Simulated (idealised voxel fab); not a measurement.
Name of the process module below: voxel self aligned vias
Square cell edge 5 nm, section width 225 nm, ID cut.
Bands, listed from the top down, are how a cross-section gets written in this document; the cross-section itself is a grid of square cells, and a band is one or more rows of them.
Each band's line starts with the height of the band's top and of its bottom, in nm. Then come its materials from left to right, each with its width in nm. One material with "full width" fills the band from edge to edge. "blank" is empty space.
We count height from 0. Below that, the starting wafer is all one material. The lowest band never ends at the bottom but goes on down; see "0 -> down" for how that is written.
Graded width ("30 to 40"): value in top row of band = first number; value in bottom row = second number; row-to-row change constant.
Any step labelled "no alterations made" changed none of the cells in the cross-section.
"Closed void table": sealed empty spaces, 8 cells or more, no open way to top, listed width x height at distance, with distance from the left edge and width, height and distance in nm.
The remark found on a step's line after its settings is issued by the simulator itself and pertains to that step.
The setting "overlay nm" may be written on the line of a step. When the step uses a mask, the value reports how far to the right of the planned place the mask lay, and a negative value reports that it lay to the left.

-- plan
1,RECEIVE, material Si
2,CONFORMAL_DEP, material SiO2, thk nm 15
3,CONFORMAL_DEP, material SiCN, thk nm 5
4,DIRECTIONAL_DEP, material SiO2, thk nm 20
5,PATTERN, tone open, mask id LINES, material resist, width nm 20, pitch nm 50, thk nm 20, overlay nm 0
6,DIRECTIONAL_ETCH, etch materials SiO2, depth nm 20
7,STRIP, etch materials resist
8,CONFORMAL_DEP, material TiN, thk nm 5
9,FILL_DEP, material Ru, thk nm 5
10,CMP, height nm 40
11,SELECTIVE_ETCH, etch materials W Ru TiN, depth nm 5
12,FILL_DEP, material SiN, thk nm 5
13,CMP, height nm 40
14,DIRECTIONAL_DEP, material SiO2, thk nm 15
15,DIRECTIONAL_DEP, material aC, thk nm 10
16,PATTERN, tone open, mask id VIAS, material resist, width nm 30, pitch nm 50, thk nm 25, overlay nm 0
17,DIRECTIONAL_ETCH, etch materials aC, depth nm 10
18,STRIP, etch materials resist
19,DIRECTIONAL_ETCH, etch materials SiO2, depth nm 15
20,DIRECTIONAL_ETCH, etch materials SiN, depth nm 5
21,STRIP, etch materials aC
22,CONFORMAL_DEP, material TiN, thk nm 5
23,FILL_DEP, material Ru, thk nm 5
24,CMP, height nm 55
25,CONFORMAL_DEP, material SiN, thk nm 5

-- Cross-section of the incoming wafer, state after step 1
	0 -> down | Si full width
	Closed void table: none

-- Looking at the first of two wafers in cross-section at end of module - ran to plan
	60 -> 55 | SiN full width
	55 -> 45 | SiO2 (45) / TiN (5) / Ru (20) / TiN (5) / SiO2 (20) / TiN (5) / Ru (20) / TiN (5) / SiO2 (20) / TiN (5) / Ru (20) / TiN (5) / SiO2 (50)
	45 -> 40 | SiO2 (45) / TiN (10) / Ru (10) / TiN (10) / SiO2 (20) / TiN (10) / Ru (10) / TiN (10) / SiO2 (20) / TiN (10) / Ru (10) / TiN (10) / SiO2 (50)
	40 -> 35 | SiO2 (50) / TiN (20) / SiO2 (30) / TiN (20) / SiO2 (30) / TiN (20) / SiO2 (55)
	35 -> 25 | SiO2 (50) / TiN (5) / Ru (10) / TiN (5) / SiO2 (30) / TiN (5) / Ru (10) / TiN (5) / SiO2 (30) / TiN (5) / Ru (10) / TiN (5) / SiO2 (55)
	25 -> 20 | SiO2 (50) / TiN (20) / SiO2 (30) / TiN (20) / SiO2 (30) / TiN (20) / SiO2 (55)
	20 -> 15 | SiCN full width
	15 -> 0 | SiO2 full width
	0 -> down | Si full width
	Closed void table: none

-- Module end: cross-section of wafer two of two. Same start and process plan as the first wafer. One mistake during execution
	60 -> 55 | SiN full width
	55 -> 45 | SiO2 (45) / TiN (5) / Ru (20) / TiN (5) / SiO2 (20) / TiN (5) / Ru (20) / TiN (5) / SiO2 (20) / TiN (5) / Ru (20) / TiN (5) / SiO2 (50)
	45 -> 40 | SiO2 (45) / TiN (5) / Ru (5) / TiN (20) / SiO2 (20) / TiN (5) / Ru (5) / TiN (20) / SiO2 (20) / TiN (5) / Ru (5) / TiN (20) / SiO2 (50)
	40 -> 35 | SiO2 (40) / SiN (5) / TiN (15) / SiO2 (30) / SiN (5) / TiN (15) / SiO2 (30) / SiN (5) / TiN (15) / SiO2 (65)
	35 -> 25 | SiO2 (40) / TiN (5) / Ru (10) / TiN (5) / SiO2 (30) / TiN (5) / Ru (10) / TiN (5) / SiO2 (30) / TiN (5) / Ru (10) / TiN (5) / SiO2 (65)
	25 -> 20 | SiO2 (40) / TiN (20) / SiO2 (30) / TiN (20) / SiO2 (30) / TiN (20) / SiO2 (65)
	20 -> 15 | SiCN full width
	15 -> 0 | SiO2 full width
	0 -> down | Si full width
	Closed void table: none
So what did we get wrong on this run? step 5 ran with different settings than intended, the actual operation and settings being PATTERN, tone open, mask id LINES, material resist, width nm 20, pitch nm 50, thk nm 20, overlay nm -10
Count the cells at the end and the second wafer has more or fewer of some materials than the first: -3 Ru | +3 SiN
